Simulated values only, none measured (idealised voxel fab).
Name of the process module below: voxel lift off
Pictured: cross-section cut, 285 nm wide, on a grid of 5 nm square cells.
We lay out every cross-section as a grid of square cells and spell it out in bands from the top down, where one band means one or more rows of cells. Band entry format. Leading values: height of top, height of bottom, nm. Remainder: materials in left-to-right order, each with its width in nm. Special words: "everywhere" on a single material, which then fills the band edge to edge; "air", empty space. All heights in this document are referenced to 0, defined as the level beneath which the wafer, as received, consists entirely of one material. The lowest band is not bounded below; it extends indefinitely downward and is written in the form "z 0 and below". So if you see something like "30 to 40" for the width, read it as the top row of the band sitting at the first number and the bottom row at the second, with every row in between moving by the same amount as the last. You'll sometimes find "remained unchanged" written for a step, and that's the way of saying that nowhere in the cross-section did a cell change during that step. Heads up: "Unvented internal voids" only lists the empty pockets with no open path to the top that are 8 cells or more, and it writes them as width x height at distance, distance from the left edge, in nm. Past the settings on a step's line: simulator remark, on that step. A step's line can hold "overlay nm"; with a mask on that step, the setting says how far right of the planned place the mask lay, while a negative setting says it lay to the left.
List of planned process steps
| 1 | RECEIVE | material Si |
| 2 | CONFORMAL_DEP | material SiO2 | thk nm 15 |
| 3 | PATTERN | tone open | mask id LINES | material resist | width nm 25 | pitch nm 40 | thk nm 20 | overlay nm 0 |
| 4 | DIRECTIONAL_DEP | material Ru | thk nm 10 |
| 5 | STRIP | etch materials resist |
| 6 | CONFORMAL_DEP | material SiN | thk nm 10 |
On the first of the two wafers: run conducted according to plan
The cross-section here shows the wafer as received, i.e. in its state after step 1
	z 0 and below  Si everywhere
	Unvented internal voids: none
How the wafer stands in section after step 2
	z 15 to 0  SiO2 everywhere
	Below 0 it's all the same as before, nothing changed down there.
How the wafer stands in section after step 3
	z 35 to 15  resist: 110, air: 25, resist: 15, air: 25, resist: 110
	Below 15 it's all the same as before, nothing changed down there.
How the wafer stands in section after step 4
	z 45 to 35  Ru: 110, air: 25, Ru: 15, air: 25, Ru: 110
	z 35 to 25  resist: 110, air: 25, resist: 15, air: 25, resist: 110
	z 25 to 15  resist: 110, Ru: 25, resist: 15, Ru: 25, resist: 110
	Below 15 it's all the same as before, nothing changed down there.
How the wafer stands in section after step 5
	z 25 to 15  air: 110, Ru: 25, air: 15, Ru: 25, air: 110
	Below 15 it's all the same as before, nothing changed down there.
How the wafer stands in section after step 6
	z 35 to 25  air: 100, SiN: 85, air: 100
	z 25 to 15  SiN: 110, Ru: 25, SiN: 15, Ru: 25, SiN: 110
	Below 15 it's all the same as before, nothing changed down there.
Wafer two. Same start, same plan, one slip in execution. Same as wafer one through step 1, inclusive
Second wafer shown in cross-section at the time step 2 was slated to end
	z 30 to 0  SiO2 everywhere
	Below 0 it's all the same as before, nothing changed down there.
Second wafer shown in cross-section at the time step 3 was slated to end
	z 50 to 30  resist: 110, air: 25, resist: 15, air: 25, resist: 110
	Below 30 it's all the same as before, nothing changed down there.
Second wafer shown in cross-section at the time step 4 was slated to end
	z 60 to 50  Ru: 110, air: 25, Ru: 15, air: 25, Ru: 110
	z 50 to 40  resist: 110, air: 25, resist: 15, air: 25, resist: 110
	z 40 to 30  resist: 110, Ru: 25, resist: 15, Ru: 25, resist: 110
	Below 30 it's all the same as before, nothing changed down there.
Second wafer shown in cross-section at the time step 5 was slated to end
	z 40 to 30  air: 110, Ru: 25, air: 15, Ru: 25, air: 110
	Below 30 it's all the same as before, nothing changed down there.
Second wafer shown in cross-section at the time step 6 was slated to end
	z 50 to 40  air: 100, SiN: 85, air: 100
	z 40 to 30  SiN: 110, Ru: 25, SiN: 15, Ru: 25, SiN: 110
	Below 30 it's all the same as before, nothing changed down there.
So what did we get wrong on this run? yeah, plan step 2 got run twice
FYI, end of process, the second wafer has more or fewer cells of some materials than the first: 171 more of SiO2
